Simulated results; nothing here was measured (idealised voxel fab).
The following is a process module called voxel self aligned contacts.
Xsec cut, 265 nm wide, square cell size 5 nm.
Format of a cross-section: grid, square cells. Given as bands. Order: top down. Band: one or more rows of cells.
Quick guide to a band line: top height, bottom height (nm) up front; then every material left to right with its width in nm. Only one material and it's marked "throughout"? Then it fills the band edge to edge. And "air" just means empty space.
It should be noted that heights are counted from 0, beneath which the wafer as supplied is of one material throughout, and that the lowest band possesses no lower boundary but continues downward, as written in "top 0, no bottom".
The notation "30 to 40" denotes a width that varies across the rows of cells in the band, beginning at the first number in the top row, finishing at the second number in the bottom row, and changing by an identical amount from each row to the next.
The designation "no alterations made", where it is given for a processing step, indicates that no cell of the cross-section was altered in the course of that step.
For the entry "Fully closed voids", the listed items are empty spaces with no open way to the top whose size is 8 cells or more; each item follows the pattern width x height at distance, where distance is from the left edge and all three are in nm.
That trailing text on a step's line, after the settings, is the simulator's own remark on the step.
overlay nm: how far to the right of its planned place the mask lay on this masked step (negative: to the left).

[These are the steps we planned for the process]
1) RECEIVE, material Si
2) OXIDIZE, depth nm 5
3) DIRECTIONAL_DEP, material polySi, thk nm 30
4) DIRECTIONAL_DEP, material SiN, thk nm 15
5) PATTERN, tone cover, mask id GATE, material resist, width nm 25, pitch nm 60, thk nm 20, overlay nm 0
6) DIRECTIONAL_ETCH, etch materials SiN, depth nm 15
7) DIRECTIONAL_ETCH, etch materials polySi, depth nm 30
8) STRIP, etch materials resist
9) CONFORMAL_DEP, material SiN, thk nm 5
10) DIRECTIONAL_ETCH, etch materials SiN, depth nm 5
11) FILL_DEP, material SiO2, thk nm 15
12) CMP, height nm 55
13) MASKED_ETCH, tone open, mask id CONTACT, width nm 45, pitch nm 60, etch materials SiO2, depth nm 60, overlay nm 0
14) CONFORMAL_DEP, material TiN, thk nm 5
15) FILL_DEP, material Ru, thk nm 5
16) CMP, height nm 55
17) CONFORMAL_DEP, material SiCN, thk nm 5

[Cross-section of the wafer as it came to us, i.e., already through step 1]
	top 0, no bottom  Si throughout
	Fully closed voids: none

[Cross-section taken at module completion on the first of two wafers; processed per the plan]
	top 60, bottom 55  SiCN throughout
	top 55, bottom 45  SiO2: 80, TiN: 5 to 15, Ru: 35 to 15, TiN: 5 to 15, SiO2: 15, TiN: 5 to 15, Ru: 35 to 15, TiN: 5 to 15, SiO2: 80
	top 45, bottom 30  SiO2: 55, SiN: 35, TiN: 5, Ru: 15, TiN: 5, SiN: 35, TiN: 5, Ru: 15, TiN: 5, SiN: 35, SiO2: 55
	top 30, bottom 0  SiO2: 55, SiN: 5, polySi: 25, SiN: 5, TiN: 5, Ru: 15, TiN: 5, SiN: 5, polySi: 25, SiN: 5, TiN: 5, Ru: 15, TiN: 5, SiN: 5, polySi: 25, SiN: 5, SiO2: 55
	top 0, bottom -5  SiO2: 90, TiN: 25, SiO2: 35, TiN: 25, SiO2: 90
	top -5, no bottom  Si throughout
	Fully closed voids: none

[The second wafer, shown in cross-section after the module: started the same way as the first and given the same plan, yet one mistake crept into how it was run]
	top 60, bottom 55  SiCN throughout
	top 55, bottom 45  SiO2: 80, TiN: 5 to 15, Ru: 35 to 15, TiN: 5 to 15, SiO2: 15, TiN: 5 to 15, Ru: 35 to 15, TiN: 5 to 15, SiO2: 80
	top 45, bottom 30  SiO2: 55, SiN: 35, TiN: 5, Ru: 15, TiN: 5, SiN: 35, TiN: 5, Ru: 15, TiN: 5, SiN: 35, SiO2: 55
	top 30, bottom 15  SiO2: 55, SiN: 5, polySi: 25, SiN: 5, TiN: 5, Ru: 15, TiN: 5, SiN: 5, polySi: 25, SiN: 5, TiN: 5, Ru: 15, TiN: 5, SiN: 5, polySi: 25, SiN: 5, SiO2: 55
	top 15, bottom 10  SiO2: 55, SiN: 5, polySi: 25, SiN: 5, TiN: 25, SiN: 5, polySi: 25, SiN: 5, TiN: 25, SiN: 5, polySi: 25, SiN: 5, SiO2: 55
	top 10, bottom 0  polySi throughout
	top 0, bottom -5  SiO2 throughout
	top -5, no bottom  Si throughout
	Fully closed voids: none
Nonconformance to the process plan: step 7 went in with a setting other than planned; the actual run was DIRECTIONAL_ETCH, etch materials polySi, depth nm 20
Final difference in cells, second wafer against first, listed per material as more or fewer: Ru -18, SiN -12, SiO2 -34, TiN -12, polySi +76
